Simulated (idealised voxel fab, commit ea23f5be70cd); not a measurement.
The following is a process module called voxel transistor to metal.
Each square cell in cross-section cut measures 5 nm, and the section as a whole is 215 nm wide.
In what follows, cross-sections appear as grids of square cells, described through bands that run from the top down, where every band is one or more rows of cells.
Top height, bottom height, nm. Materials left to right, width each, nm. Single material + "everywhere" = fills band edge to edge. "empty" = empty.
A quick word on heights: they are counted from 0, and under that level the wafer as it came to us is one material throughout. The lowest band is different from the rest in having no bottom; it simply continues downward, written as in "0 -> down".
The two numbers in a width such as "30 to 40" mark its ends across the band: the first belongs to the top row of cells, the second to the bottom row, and from each row to the next the width moves by the same amount.
When a step is marked "no alteration", none of the cells in the cross-section changed during that step.
The list in "Completely enclosed voids" covers empty spaces of 8 cells or more that cannot reach the top through any open way, and it gives each as width x height at distance; the distance is from the left edge, and width, height and distance are in nm.
Formally, on a step line, whatever follows the settings is a remark that the simulator itself makes on the step.
A step line may carry the setting "overlay nm", which, for steps involving a mask, states the distance by which the mask lay to the right of its intended position; negative values denote displacement to the left.

[List of planned process steps]
1: RECEIVE (material Si)
2: CONFORMAL_DEP (material SiO2; thk nm 5)
3: CONFORMAL_DEP (material SiN; thk nm 15)
4: PATTERN (tone cover; mask id ACTIVE; material resist; width nm 110; thk nm 15; overlay nm 0)
5: DIRECTIONAL_ETCH (etch materials SiN; depth nm 15)
6: DIRECTIONAL_ETCH (etch materials SiO2; depth nm 5)
7: DIRECTIONAL_ETCH (etch materials Si; depth nm 20)
8: STRIP (etch materials resist)
9: OXIDIZE (depth nm 5)
10: FILL_DEP (material SiO2; thk nm 15)
11: CMP (height nm 20)
12: SELECTIVE_ETCH (etch materials SiO2; depth nm 10)
13: STRIP (etch materials SiN)
14: SELECTIVE_ETCH (etch materials SiO2; depth nm 5)
15: OXIDIZE (depth nm 5)
16: DIRECTIONAL_DEP (material polySi; thk nm 25)
17: DIRECTIONAL_DEP (material SiCN; thk nm 10)
18: MASKED_ETCH (tone cover; mask id GATE; width nm 20; etch materials SiCN; depth nm 20; overlay nm 0)
19: MASKED_ETCH (tone cover; mask id GATE; width nm 20; etch materials polySi; depth nm 35; overlay nm 0)
20: CONFORMAL_DEP (material SiO2; thk nm 5)
21: DIRECTIONAL_ETCH (etch materials SiO2; depth nm 5)
22: CONFORMAL_DEP (material SiN; thk nm 5)
23: DIRECTIONAL_ETCH (etch materials SiN; depth nm 5)
24: DIRECTIONAL_ETCH (etch materials SiO2; depth nm 5)
25: DIRECTIONAL_ETCH (etch materials Si; depth nm 10)
26: EPI (material SiGe; thk nm 15)
27: FILL_DEP (material SiO2; thk nm 5)
28: CMP (height nm 35)
29: DIRECTIONAL_DEP (material SiO2; thk nm 15)
30: DIRECTIONAL_DEP (material aC; thk nm 10)
31: PATTERN (tone open; mask id CONTACT; material resist; width nm 20; pitch nm 70; thk nm 30; overlay nm 0)
32: DIRECTIONAL_ETCH (etch materials aC; depth nm 10)
33: STRIP (etch materials resist)
34: DIRECTIONAL_ETCH (etch materials SiO2; depth nm 50)
35: STRIP (etch materials aC)
36: CONFORMAL_DEP (material TiN; thk nm 5)
37: FILL_DEP (material W; thk nm 10)
38: CMP (height nm 50)
39: DIRECTIONAL_DEP (material TiN; thk nm 5)
40: DIRECTIONAL_DEP (material Ru; thk nm 25)
41: DIRECTIONAL_DEP (material aC; thk nm 15)
42: PATTERN (tone cover; mask id METAL_1; material resist; width nm 20; pitch nm 70; thk nm 35; overlay nm 0)
43: DIRECTIONAL_ETCH (etch materials aC; depth nm 15)
44: STRIP (etch materials resist)
45: DIRECTIONAL_ETCH (etch materials Ru; depth nm 25)
46: DIRECTIONAL_ETCH (etch materials TiN; depth nm 5)
47: STRIP (etch materials aC)
48: FILL_DEP (material lowk; thk nm 10)
49: CMP (height nm 80)
50: CONFORMAL_DEP (material SiCN; thk nm 5)

[Cross-section of the wafer as it came to us, i.e., already through step 1]
> 0 -> down | Si everywhere
> Completely enclosed voids: none

[What the wafer looks like in cross-section after this module, when it starts as shown above and follows the plan above but one mistake is made in running it]
> 85 -> 80 | SiCN everywhere
> 80 -> 55 | 60 lowk | 20 Ru | 50 lowk | 20 Ru | 65 lowk
> 55 -> 50 | 60 lowk | 20 TiN | 50 lowk | 20 TiN | 65 lowk
> 50 -> 40 | 60 SiO2 | 5 TiN | 10 W | 5 TiN | 50 SiO2 | 5 TiN | 10 W | 5 TiN | 65 SiO2
> 40 -> 35 | 60 SiO2 | 20 TiN | 50 SiO2 | 20 TiN | 65 SiO2
> 35 -> 30 | 95 SiCN | 5 SiO2 | 10 SiN | 5 SiO2 | 100 SiCN
> 30 -> 25 | 45 polySi | 50 SiCN | 5 SiO2 | 10 SiN | 5 SiO2 | 50 SiCN | 50 polySi
> 25 -> 5 | polySi everywhere
> 5 -> 0 | 45 SiO2 | 120 polySi | 50 SiO2
> 0 -> -5 | SiO2 everywhere
> -5 -> -25 | 55 SiO2 | 100 Si | 60 SiO2
> -25 -> down | Si everywhere
> Completely enclosed voids: none
Finding, execution versus plan: step 18 ran differently from the plan; actual operation with settings: MASKED_ETCH (tone open; mask id GATE; width nm 20; etch materials SiCN; depth nm 20; overlay nm 0)
